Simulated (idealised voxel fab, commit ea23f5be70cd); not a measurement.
process module | voxel wiring stack
cross-section cut | 190 nm wide | cells 5 nm
A cross-section is a grid of square cells, given in bands from the top down. A band is one or more rows of cells.
Each band's line starts with the height of the band's top and of its bottom, in nm. Then come its materials from left to right, each with its width in nm. One material with "throughout" fills the band from edge to edge. "air" is empty space.
Height 0 is the level under which the wafer as received is all one material. The lowest band goes on downwards, as in "0 down".
A width such as "30 to 40" changes by the same amount from each row of cells to the next, from the band's top row to its bottom row.
"no change" after a step means that no cell of the cross-section changed.
closed voids: empty space of 8 cells or more with no open way to the top, each as width x height at its distance from the left edge, in nm
after a step's settings: what the simulator itself notes on the step
overlay nm, on a step with a mask: how far to the right of its planned place the mask lay; to the left if negative
plan
1 op RECEIVE | material Si
2 op CONFORMAL_DEP | material SiO2 | thk nm 10
3 op CONFORMAL_DEP | material SiCN | thk nm 5
4 op DIRECTIONAL_DEP | material lowk | thk nm 20
5 op DIRECTIONAL_DEP | material aC | thk nm 15
6 op PATTERN | tone open | mask id METAL_1 | material resist | width nm 25 | pitch nm 55 | thk nm 35 | overlay nm 0
7 op DIRECTIONAL_ETCH | etch materials aC | depth nm 15
8 op STRIP | etch materials resist
9 op DIRECTIONAL_ETCH | etch materials lowk | depth nm 20
10 op DIRECTIONAL_ETCH | etch materials SiCN | depth nm 5
11 op STRIP | etch materials aC
12 op CONFORMAL_DEP | material TiN | thk nm 5
13 op FILL_DEP | material Cu | thk nm 5
14 op CMP | height nm 35
15 op CONFORMAL_DEP | material SiCN | thk nm 5
16 op DIRECTIONAL_DEP | material lowk | thk nm 10
17 op DIRECTIONAL_DEP | material aC | thk nm 10
18 op PATTERN | tone open | mask id PLUG_1 | material resist | width nm 15 | thk nm 30 | overlay nm 0
19 op DIRECTIONAL_ETCH | etch materials aC | depth nm 10
20 op STRIP | etch materials resist
21 op DIRECTIONAL_ETCH | etch materials lowk | depth nm 10
22 op DIRECTIONAL_ETCH | etch materials SiCN | depth nm 5
23 op STRIP | etch materials aC
24 op EPI | material Ru | thk nm 10
25 op EPI | material Ru | thk nm 5
26 op DIRECTIONAL_DEP | material TiN | thk nm 5
27 op DIRECTIONAL_DEP | material Ru | thk nm 15
28 op DIRECTIONAL_DEP | material aC | thk nm 10
29 op PATTERN | tone cover | mask id METAL_2 | material resist | width nm 25 | pitch nm 55 | thk nm 30 | overlay nm 0
30 op DIRECTIONAL_ETCH | etch materials aC | depth nm 10
31 op STRIP | etch materials resist
32 op DIRECTIONAL_ETCH | etch materials Ru | depth nm 15
33 op DIRECTIONAL_ETCH | etch materials TiN | depth nm 5
34 op STRIP | etch materials aC
35 op CONFORMAL_DEP | material SiN | thk nm 5
36 op FILL_DEP | material SiO2 | thk nm 10
37 op CMP | height nm 70
38 op CONFORMAL_DEP | material SiCN | thk nm 5
39 op DIRECTIONAL_DEP | material lowk | thk nm 30
40 op DIRECTIONAL_DEP | material aC | thk nm 15
41 op PATTERN | tone open | mask id METAL_3 | material resist | width nm 25 | pitch nm 55 | thk nm 35 | overlay nm 0
42 op DIRECTIONAL_ETCH | etch materials aC | depth nm 15
43 op STRIP | etch materials resist
44 op DIRECTIONAL_ETCH | etch materials lowk | depth nm 20
45 op STRIP | etch materials aC
46 op PATTERN | tone open | mask id METAL_3_HOLES | material resist | width nm 15 | pitch nm 55 | thk nm 15 | overlay nm 0
47 op DIRECTIONAL_ETCH | etch materials lowk | depth nm 10
48 op DIRECTIONAL_ETCH | etch materials SiCN | depth nm 5
49 op STRIP | etch materials resist
50 op CONFORMAL_DEP | material TiN | thk nm 5
51 op FILL_DEP | material Ru | thk nm 5
52 op CMP | height nm 105
53 op CONFORMAL_DEP | material SiCN | thk nm 5
54 op DIRECTIONAL_DEP | material lowk | thk nm 25
55 op MASKED_ETCH | tone open | mask id METAL_4_HOLES | width nm 15 | pitch nm 55 | etch materials lowk | depth nm 25 | overlay nm 0
56 op DIRECTIONAL_DEP | material aC | thk nm 10
57 op PATTERN | tone open | mask id METAL_4 | material resist | width nm 25 | pitch nm 55 | thk nm 30 | overlay nm 0
58 op DIRECTIONAL_ETCH | etch materials aC | depth nm 10
59 op STRIP | etch materials resist
60 op DIRECTIONAL_ETCH | etch materials lowk | depth nm 15
61 op DIRECTIONAL_ETCH | etch materials SiCN | depth nm 5
62 op STRIP | etch materials aC
63 op CONFORMAL_DEP | material TiN | thk nm 5
64 op FILL_DEP | material Cu | thk nm 10
65 op CMP | height nm 135
66 op CONFORMAL_DEP | material SiCN | thk nm 5
first wafer, as planned
as received, after step 1
  0 down: Si throughout
  closed voids: none
after step 2
  10 to 0: SiO2 throughout
  below 0: unchanged
after step 3
  15 to 10: SiCN throughout
  below 10: unchanged
after step 4
  35 to 15: lowk throughout
  below 15: unchanged
after step 5
  50 to 35: aC throughout
  below 35: unchanged
after step 6
  85 to 50: resist 55 | air 25 | resist 30 | air 25 | resist 55
  below 50: unchanged
after step 7
  70 to 50: resist 55 | air 25 | resist 30 | air 25 | resist 55
  50 to 35: aC 55 | air 25 | aC 30 | air 25 | aC 55
  below 35: unchanged
after step 8
  50 to 35: aC 55 | air 25 | aC 30 | air 25 | aC 55
  below 35: unchanged
after step 9
  50 to 35: aC 55 | air 25 | aC 30 | air 25 | aC 55
  35 to 15: lowk 55 | air 25 | lowk 30 | air 25 | lowk 55
  below 15: unchanged
after step 10
  50 to 35: aC 55 | air 25 | aC 30 | air 25 | aC 55
  35 to 15: lowk 55 | air 25 | lowk 30 | air 25 | lowk 55
  15 to 10: SiCN 55 | air 25 | SiCN 30 | air 25 | SiCN 55
  below 10: unchanged
after step 11
  35 to 15: lowk 55 | air 25 | lowk 30 | air 25 | lowk 55
  below 15: unchanged
after step 12
  40 to 35: TiN 60 | air 15 | TiN 40 | air 15 | TiN 60
  35 to 15: lowk 55 | TiN 5 | air 15 | TiN 5 | lowk 30 | TiN 5 | air 15 | TiN 5 | lowk 55
  15 to 10: SiCN 55 | TiN 25 | SiCN 30 | TiN 25 | SiCN 55
  below 10: unchanged
after step 13
  45 to 40: Cu throughout
  40 to 35: TiN 60 | Cu 15 | TiN 40 | Cu 15 | TiN 60
  35 to 15: lowk 55 | TiN 5 | Cu 15 | TiN 5 | lowk 30 | TiN 5 | Cu 15 | TiN 5 | lowk 55
  below 15: unchanged
after step 14
  35 to 15: lowk 55 | TiN 5 | Cu 15 | TiN 5 | lowk 30 | TiN 5 | Cu 15 | TiN 5 | lowk 55
  below 15: unchanged
after step 15
  40 to 35: SiCN throughout
  below 35: unchanged
after step 16
  50 to 40: lowk throughout
  below 40: unchanged
after step 17
  60 to 50: aC throughout
  below 50: unchanged
after step 18
  90 to 60: resist 55 | air 15 | resist 120
  below 60: unchanged
after step 19
  80 to 60: resist 55 | air 15 | resist 120
  60 to 50: aC 55 | air 15 | aC 120
  below 50: unchanged
after step 20
  60 to 50: aC 55 | air 15 | aC 120
  below 50: unchanged
after step 21
  60 to 50: aC 55 | air 15 | aC 120
  50 to 40: lowk 55 | air 15 | lowk 120
  below 40: unchanged
after step 22
  60 to 50: aC 55 | air 15 | aC 120
  50 to 40: lowk 55 | air 15 | lowk 120
  40 to 35: SiCN 55 | air 15 | SiCN 120
  below 35: unchanged
after step 23
  50 to 40: lowk 55 | air 15 | lowk 120
  below 40: unchanged
after step 24
  50 to 45: lowk 55 | air 15 | lowk 120
  45 to 40: lowk 55 | Ru 15 | lowk 120
  40 to 35: SiCN 55 | Ru 15 | SiCN 120
  below 35: unchanged
after step 25
  50 to 40: lowk 55 | Ru 15 | lowk 120
  below 40: unchanged
after step 26
  55 to 50: TiN throughout
  below 50: unchanged
after step 27
  70 to 55: Ru throughout
  below 55: unchanged
after step 28
  80 to 70: aC throughout
  below 70: unchanged
after step 29
  110 to 80: air 55 | resist 25 | air 30 | resist 25 | air 55
  below 80: unchanged
after step 30
  100 to 80: air 55 | resist 25 | air 30 | resist 25 | air 55
  80 to 70: air 55 | aC 25 | air 30 | aC 25 | air 55
  below 70: unchanged
after step 31
  80 to 70: air 55 | aC 25 | air 30 | aC 25 | air 55
  below 70: unchanged
after step 32
  80 to 70: air 55 | aC 25 | air 30 | aC 25 | air 55
  70 to 55: air 55 | Ru 25 | air 30 | Ru 25 | air 55
  below 55: unchanged
after step 33
  80 to 70: air 55 | aC 25 | air 30 | aC 25 | air 55
  70 to 55: air 55 | Ru 25 | air 30 | Ru 25 | air 55
  55 to 50: air 55 | TiN 25 | air 30 | TiN 25 | air 55
  below 50: unchanged
after step 34
  70 to 55: air 55 | Ru 25 | air 30 | Ru 25 | air 55
  below 55: unchanged
after step 35
  75 to 70: air 50 | SiN 35 | air 20 | SiN 35 | air 50
  70 to 55: air 50 | SiN 5 | Ru 25 | SiN 5 | air 20 | SiN 5 | Ru 25 | SiN 5 | air 50
  55 to 50: SiN 55 | TiN 25 | SiN 30 | TiN 25 | SiN 55
  below 50: unchanged
after step 36
  85 to 75: SiO2 throughout
  75 to 70: SiO2 50 | SiN 35 | SiO2 20 | SiN 35 | SiO2 50
  70 to 55: SiO2 50 | SiN 5 | Ru 25 | SiN 5 | SiO2 20 | SiN 5 | Ru 25 | SiN 5 | SiO2 50
  below 55: unchanged
after step 37
  70 to 55: SiO2 50 | SiN 5 | Ru 25 | SiN 5 | SiO2 20 | SiN 5 | Ru 25 | SiN 5 | SiO2 50
  below 55: unchanged
after step 38
  75 to 70: SiCN throughout
  below 70: unchanged
after step 39
  105 to 75: lowk throughout
  below 75: unchanged
after step 40
  120 to 105: aC throughout
  below 105: unchanged
after step 41
  155 to 120: resist 55 | air 25 | resist 30 | air 25 | resist 55
  below 120: unchanged
after step 42
  140 to 120: resist 55 | air 25 | resist 30 | air 25 | resist 55
  120 to 105: aC 55 | air 25 | aC 30 | air 25 | aC 55
  below 105: unchanged
after step 43
  120 to 105: aC 55 | air 25 | aC 30 | air 25 | aC 55
  below 105: unchanged
after step 44
  120 to 105: aC 55 | air 25 | aC 30 | air 25 | aC 55
  105 to 85: lowk 55 | air 25 | lowk 30 | air 25 | lowk 55
  below 85: unchanged
after step 45
  105 to 85: lowk 55 | air 25 | lowk 30 | air 25 | lowk 55
  below 85: unchanged
after step 46
  120 to 105: resist 55 | air 15 | resist 40 | air 15 | resist 65
  105 to 85: lowk 55 | air 15 | resist 10 | lowk 30 | air 15 | resist 10 | lowk 55
  below 85: unchanged
after step 47
  120 to 105: resist 55 | air 15 | resist 40 | air 15 | resist 65
  105 to 85: lowk 55 | air 15 | resist 10 | lowk 30 | air 15 | resist 10 | lowk 55
  85 to 75: lowk 55 | air 15 | lowk 40 | air 15 | lowk 65
  below 75: unchanged
after step 48
  120 to 105: resist 55 | air 15 | resist 40 | air 15 | resist 65
  105 to 85: lowk 55 | air 15 | resist 10 | lowk 30 | air 15 | resist 10 | lowk 55
  85 to 75: lowk 55 | air 15 | lowk 40 | air 15 | lowk 65
  75 to 70: SiCN 55 | air 15 | SiCN 40 | air 15 | SiCN 65
  below 70: unchanged
after step 49
  105 to 85: lowk 55 | air 25 | lowk 30 | air 25 | lowk 55
  below 85: unchanged
after step 50
  110 to 105: TiN 60 | air 15 | TiN 40 | air 15 | TiN 60
  105 to 90: lowk 55 | TiN 5 | air 15 | TiN 5 | lowk 30 | TiN 5 | air 15 | TiN 5 | lowk 55
  90 to 85: lowk 55 | TiN 5 | air 5 | TiN 15 | lowk 30 | TiN 5 | air 5 | TiN 15 | lowk 55
  85 to 75: lowk 55 | TiN 5 | air 5 | TiN 5 | lowk 40 | TiN 5 | air 5 | TiN 5 | lowk 65
  75 to 70: SiCN 55 | TiN 15 | SiCN 40 | TiN 15 | SiCN 65
  below 70: unchanged
after step 51
  115 to 110: Ru throughout
  110 to 105: TiN 60 | Ru 15 | TiN 40 | Ru 15 | TiN 60
  105 to 90: lowk 55 | TiN 5 | Ru 15 | TiN 5 | lowk 30 | TiN 5 | Ru 15 | TiN 5 | lowk 55
  90 to 85: lowk 55 | TiN 5 | Ru 5 | TiN 15 | lowk 30 | TiN 5 | Ru 5 | TiN 15 | lowk 55
  85 to 75: lowk 55 | TiN 5 | Ru 5 | TiN 5 | lowk 40 | TiN 5 | Ru 5 | TiN 5 | lowk 65
  below 75: unchanged
after step 52
  105 to 90: lowk 55 | TiN 5 | Ru 15 | TiN 5 | lowk 30 | TiN 5 | Ru 15 | TiN 5 | lowk 55
  below 90: unchanged
after step 53
  110 to 105: SiCN throughout
  below 105: unchanged
after step 54
  135 to 110: lowk throughout
  below 110: unchanged
after step 55
  135 to 110: lowk 55 | air 15 | lowk 40 | air 15 | lowk 65
  below 110: unchanged
after step 56
  145 to 135: aC 55 | air 15 | aC 40 | air 15 | aC 65
  135 to 120: lowk 55 | air 15 | lowk 40 | air 15 | lowk 65
  120 to 110: lowk 55 | aC 15 | lowk 40 | aC 15 | lowk 65
  below 110: unchanged
after step 57
  175 to 145: resist 55 | air 25 | resist 30 | air 25 | resist 55
  below 145: unchanged
after step 58
  165 to 145: resist 55 | air 25 | resist 30 | air 25 | resist 55
  145 to 135: aC 55 | air 25 | aC 30 | air 25 | aC 55
  135 to 110: lowk 55 | air 15 | lowk 40 | air 15 | lowk 65
  below 110: unchanged
after step 59
  145 to 135: aC 55 | air 25 | aC 30 | air 25 | aC 55
  below 135: unchanged
after step 60
  145 to 135: aC 55 | air 25 | aC 30 | air 25 | aC 55
  135 to 120: lowk 55 | air 25 | lowk 30 | air 25 | lowk 55
  below 120: unchanged
after step 61
  145 to 135: aC 55 | air 25 | aC 30 | air 25 | aC 55
  135 to 120: lowk 55 | air 25 | lowk 30 | air 25 | lowk 55
  120 to 110: lowk 55 | air 15 | lowk 40 | air 15 | lowk 65
  110 to 105: SiCN 55 | air 15 | SiCN 40 | air 15 | SiCN 65
  below 105: unchanged
after step 62
  135 to 120: lowk 55 | air 25 | lowk 30 | air 25 | lowk 55
  below 120: unchanged
after step 63
  140 to 135: TiN 60 | air 15 | TiN 40 | air 15 | TiN 60
  135 to 125: lowk 55 | TiN 5 | air 15 | TiN 5 | lowk 30 | TiN 5 | air 15 | TiN 5 | lowk 55
  125 to 120: lowk 55 | TiN 5 | air 5 | TiN 15 | lowk 30 | TiN 5 | air 5 | TiN 15 | lowk 55
  120 to 110: lowk 55 | TiN 5 | air 5 | TiN 5 | lowk 40 | TiN 5 | air 5 | TiN 5 | lowk 65
  110 to 105: SiCN 55 | TiN 15 | SiCN 40 | TiN 15 | SiCN 65
  below 105: unchanged
after step 64
  150 to 140: Cu throughout
  140 to 135: TiN 60 | Cu 15 | TiN 40 | Cu 15 | TiN 60
  135 to 125: lowk 55 | TiN 5 | Cu 15 | TiN 5 | lowk 30 | TiN 5 | Cu 15 | TiN 5 | lowk 55
  125 to 120: lowk 55 | TiN 5 | Cu 5 | TiN 15 | lowk 30 | TiN 5 | Cu 5 | TiN 15 | lowk 55
  120 to 110: lowk 55 | TiN 5 | Cu 5 | TiN 5 | lowk 40 | TiN 5 | Cu 5 | TiN 5 | lowk 65
  below 110: unchanged
after step 65
  135 to 125: lowk 55 | TiN 5 | Cu 15 | TiN 5 | lowk 30 | TiN 5 | Cu 15 | TiN 5 | lowk 55
  below 125: unchanged
after step 66
  140 to 135: SiCN throughout
  below 135: unchanged
second wafer: like start, like plan, one mistake. Through step 40 it matches the first wafer
when step 41 should have ended
  155 to 120: air 55 | resist 25 | air 30 | resist 25 | air 55
  below 120: unchanged
when step 42 should have ended
  140 to 120: air 55 | resist 25 | air 30 | resist 25 | air 55
  120 to 105: air 55 | aC 25 | air 30 | aC 25 | air 55
  below 105: unchanged
when step 43 should have ended
  120 to 105: air 55 | aC 25 | air 30 | aC 25 | air 55
  below 105: unchanged
when step 44 should have ended
  120 to 105: air 55 | aC 25 | air 30 | aC 25 | air 55
  105 to 85: air 55 | lowk 25 | air 30 | lowk 25 | air 55
  below 85: unchanged
when step 45 should have ended
  105 to 85: air 55 | lowk 25 | air 30 | lowk 25 | air 55
  below 85: unchanged
when step 46 should have ended
  120 to 105: resist 55 | air 15 | resist 40 | air 15 | resist 65
  105 to 85: resist 55 | lowk 25 | resist 30 | lowk 25 | resist 55
  below 85: unchanged
when step 47 should have ended
  120 to 105: resist 55 | air 15 | resist 40 | air 15 | resist 65
  105 to 95: resist 55 | air 15 | lowk 10 | resist 30 | air 15 | lowk 10 | resist 55
  below 95: unchanged
when step 48 should have ended: no change
when step 49 should have ended
  105 to 95: air 70 | lowk 10 | air 45 | lowk 10 | air 55
  95 to 85: air 55 | lowk 25 | air 30 | lowk 25 | air 55
  below 85: unchanged
when step 50 should have ended
  110 to 105: air 65 | TiN 20 | air 35 | TiN 20 | air 50
  105 to 95: air 65 to 50 | TiN 5 to 20 | lowk 10 | TiN 5 | air 35 to 20 | TiN 5 to 20 | lowk 10 | TiN 5 | air 50
  95 to 90: air 50 | TiN 5 | lowk 25 | TiN 5 | air 20 | TiN 5 | lowk 25 | TiN 5 | air 50
  90 to 85: TiN 55 | lowk 25 | TiN 30 | lowk 25 | TiN 55
  below 85: unchanged
when step 51 should have ended
  115 to 110: Ru throughout
  110 to 105: Ru 65 | TiN 20 | Ru 35 | TiN 20 | Ru 50
  105 to 95: Ru 65 to 50 | TiN 5 to 20 | lowk 10 | TiN 5 | Ru 35 to 20 | TiN 5 to 20 | lowk 10 | TiN 5 | Ru 50
  95 to 90: Ru 50 | TiN 5 | lowk 25 | TiN 5 | Ru 20 | TiN 5 | lowk 25 | TiN 5 | Ru 50
  below 90: unchanged
when step 52 should have ended
  105 to 95: Ru 65 to 50 | TiN 5 to 20 | lowk 10 | TiN 5 | Ru 35 to 20 | TiN 5 to 20 | lowk 10 | TiN 5 | Ru 50
  below 95: unchanged
when step 53 should have ended
  110 to 105: SiCN throughout
  below 105: unchanged
when step 54 should have ended
  135 to 110: lowk throughout
  below 110: unchanged
when step 55 should have ended
  135 to 110: lowk 55 | air 15 | lowk 40 | air 15 | lowk 65
  below 110: unchanged
when step 56 should have ended
  145 to 135: aC 55 | air 15 | aC 40 | air 15 | aC 65
  135 to 120: lowk 55 | air 15 | lowk 40 | air 15 | lowk 65
  120 to 110: lowk 55 | aC 15 | lowk 40 | aC 15 | lowk 65
  below 110: unchanged
when step 57 should have ended
  175 to 145: resist 55 | air 25 | resist 30 | air 25 | resist 55
  below 145: unchanged
when step 58 should have ended
  165 to 145: resist 55 | air 25 | resist 30 | air 25 | resist 55
  145 to 135: aC 55 | air 25 | aC 30 | air 25 | aC 55
  135 to 110: lowk 55 | air 15 | lowk 40 | air 15 | lowk 65
  below 110: unchanged
when step 59 should have ended
  145 to 135: aC 55 | air 25 | aC 30 | air 25 | aC 55
  below 135: unchanged
when step 60 should have ended
  145 to 135: aC 55 | air 25 | aC 30 | air 25 | aC 55
  135 to 120: lowk 55 | air 25 | lowk 30 | air 25 | lowk 55
  below 120: unchanged
when step 61 should have ended
  145 to 135: aC 55 | air 25 | aC 30 | air 25 | aC 55
  135 to 120: lowk 55 | air 25 | lowk 30 | air 25 | lowk 55
  120 to 110: lowk 55 | air 15 | lowk 40 | air 15 | lowk 65
  110 to 105: SiCN 55 | air 15 | SiCN 40 | air 15 | SiCN 65
  below 105: unchanged
when step 62 should have ended
  135 to 120: lowk 55 | air 25 | lowk 30 | air 25 | lowk 55
  below 120: unchanged
when step 63 should have ended
  140 to 135: TiN 60 | air 15 | TiN 40 | air 15 | TiN 60
  135 to 125: lowk 55 | TiN 5 | air 15 | TiN 5 | lowk 30 | TiN 5 | air 15 | TiN 5 | lowk 55
  125 to 120: lowk 55 | TiN 5 | air 5 | TiN 15 | lowk 30 | TiN 5 | air 5 | TiN 15 | lowk 55
  120 to 110: lowk 55 | TiN 5 | air 5 | TiN 5 | lowk 40 | TiN 5 | air 5 | TiN 5 | lowk 65
  110 to 105: SiCN 55 | TiN 15 | SiCN 40 | TiN 15 | SiCN 65
  below 105: unchanged
when step 64 should have ended
  150 to 140: Cu throughout
  140 to 135: TiN 60 | Cu 15 | TiN 40 | Cu 15 | TiN 60
  135 to 125: lowk 55 | TiN 5 | Cu 15 | TiN 5 | lowk 30 | TiN 5 | Cu 15 | TiN 5 | lowk 55
  125 to 120: lowk 55 | TiN 5 | Cu 5 | TiN 15 | lowk 30 | TiN 5 | Cu 5 | TiN 15 | lowk 55
  120 to 110: lowk 55 | TiN 5 | Cu 5 | TiN 5 | lowk 40 | TiN 5 | Cu 5 | TiN 5 | lowk 65
  below 110: unchanged
when step 65 should have ended
  135 to 125: lowk 55 | TiN 5 | Cu 15 | TiN 5 | lowk 30 | TiN 5 | Cu 15 | TiN 5 | lowk 55
  below 125: unchanged
when step 66 should have ended
  140 to 135: SiCN throughout
  below 135: unchanged
what went wrong: step 41 ran as: op PATTERN | tone cover | mask id METAL_3 | material resist | width nm 25 | pitch nm 55 | thk nm 35 | overlay nm 0
at the end the second wafer has, in cells: 54 more of Ru | 6 more of SiCN | 12 more of TiN | 72 fewer of lowk
